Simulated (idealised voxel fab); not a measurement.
process module | voxel lift off
cross-section cut | 300 nm wide | cells 5 nm
A cross-section is a grid of square cells, given in bands from the top down. A band is one or more rows of cells.
Each band's line starts with the height of the band's top and of its bottom, in nm. Then come its materials from left to right, each with its width in nm. One material with "throughout" fills the band from edge to edge. "air" is empty space.
Height 0 is the level under which the wafer as received is all one material. The lowest band goes on downwards, as in "0 down".
A width such as "30 to 40" changes by the same amount from each row of cells to the next, from the band's top row to its bottom row.
"no change" after a step means that no cell of the cross-section changed.
closed voids: empty space of 8 cells or more with no open way to the top, each as width x height at its distance from the left edge, in nm
after a step's settings: what the simulator itself notes on the step
overlay nm, on a step with a mask: how far to the right of its planned place the mask lay; to the left if negative
plan
1 op RECEIVE | material Si
2 op CONFORMAL_DEP | material Al2O3 | thk nm 10
3 op PATTERN | tone open | mask id LINES | material resist | width nm 20 | pitch nm 35 | thk nm 30 | overlay nm 0
4 op DIRECTIONAL_DEP | material Ru | thk nm 15
5 op STRIP | etch materials resist
6 op CONFORMAL_DEP | material SiCN | thk nm 10
as received, after step 1
  0 down: Si throughout
  closed voids: none
first wafer at the end, as planned
  35 to 25: air 110 | SiCN 75 | air 115
  25 to 20: air 110 | SiCN 10 | Ru 20 | SiCN 15 | Ru 20 | SiCN 10 | air 115
  20 to 10: SiCN 120 | Ru 20 | SiCN 15 | Ru 20 | SiCN 125
  10 to 0: Al2O3 throughout
  0 down: Si throughout
  closed voids: none
second wafer at the end: like start, like plan, one mistake
  40 to 25: air 105 | SiCN 85 | air 110
  25 to 10: SiCN 120 | Ru 20 | SiCN 15 | Ru 20 | SiCN 125
  10 to 0: Al2O3 throughout
  0 down: Si throughout
  closed voids: none
what went wrong: step 6 ran as: op CONFORMAL_DEP | material SiCN | thk nm 15
at the end the second wafer has, in cells: 66 more of SiCN
